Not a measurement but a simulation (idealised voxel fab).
Process module, titled voxel self aligned contacts
For reference, the cross-section in this document is cut, with width 250 nm and square cells of 5 nm.
This document writes a cross-section as a grid whose cells are square, and gives it as bands, listed from the top down; one or more rows of cells form a band. Each band's line starts with the height of the band's top and of its bottom, in nm. Then come its materials from left to right, each with its width in nm. One material with "full width" fills the band from edge to edge. "air" is empty space. For the purposes of this specification, 0 denotes the height below which the wafer in its as-received condition is composed wholly of one material, and the lowermost band, lacking a lower limit, extends downward without end, as expressed in "0 -> down". The width entry "30..40" should be interpreted row by row: the top row of cells in the band takes the first number, the bottom row takes the second number, and the change between adjacent rows is uniform throughout. A step reported as "stayed the same" is a step in which no cell of the cross-section changed. Basically, "Enclosed void entries" tells you about the enclosed voids: empty spaces with no open way to the top, 8 cells or bigger, each written width x height at distance, where distance is from the left edge, all in nm. On each step's line, the part that comes after the settings is the simulator's own comment on the step. The line of a step may include "overlay nm". On a step with a mask, this value is how far to the right of its planned place the mask lay. A negative value means the mask lay to the left.

### Listed below are the process steps as planned
1 RECEIVE with material Si
2 OXIDIZE with depth nm 5
3 DIRECTIONAL_DEP with material polySi, thk nm 25
4 DIRECTIONAL_DEP with material SiN, thk nm 20
5 MASKED_ETCH with tone cover, mask id GATE, width nm 25, pitch nm 70, etch materials SiN, depth nm 20, overlay nm 0
6 MASKED_ETCH with tone cover, mask id GATE, width nm 25, pitch nm 70, etch materials polySi, depth nm 25, overlay nm 0
7 CONFORMAL_DEP with material SiN, thk nm 10
8 DIRECTIONAL_ETCH with etch materials SiN, depth nm 10
9 FILL_DEP with material SiO2, thk nm 15
10 CMP with height nm 50
11 PATTERN with tone open, mask id CONTACT, material resist, width nm 55, thk nm 20, overlay nm 0
12 DIRECTIONAL_ETCH with etch materials SiO2, depth nm 55
13 STRIP with etch materials resist
14 CONFORMAL_DEP with material TiN, thk nm 5
15 FILL_DEP with material Ru, thk nm 10
16 CMP with height nm 50
17 CONFORMAL_DEP with material SiN, thk nm 5

### Incoming wafer, cross-sectional view, post step 1
	0 -> down = Si full width
	Enclosed void entries: none

### This is how the wafer looks in cross-section once the module is done, given the starting state and plan above and one mistake in carrying the plan out
	55 -> 50 = SiN full width
	50 -> 45 = SiO2 100 nm; TiN 15 nm; Ru 15 nm; TiN 15 nm; SiO2 105 nm
	45 -> 25 = SiO2 65 nm; SiN 45 nm; TiN 5 nm; Ru 15 nm; TiN 5 nm; SiN 45 nm; SiO2 70 nm
	25 -> 0 = SiO2 65 nm; SiN 10 nm; polySi 25 nm; SiN 10 nm; TiN 5 nm; Ru 15 nm; TiN 5 nm; SiN 10 nm; polySi 25 nm; SiN 10 nm; SiO2 70 nm
	0 -> -5 = SiO2 110 nm; TiN 25 nm; SiO2 115 nm
	-5 -> down = Si full width
	Enclosed void entries: none
Want to know what went wrong? rather than as planned, step 11 actually ran as PATTERN with tone open, mask id CONTACT, material resist, width nm 45, thk nm 20, overlay nm 0
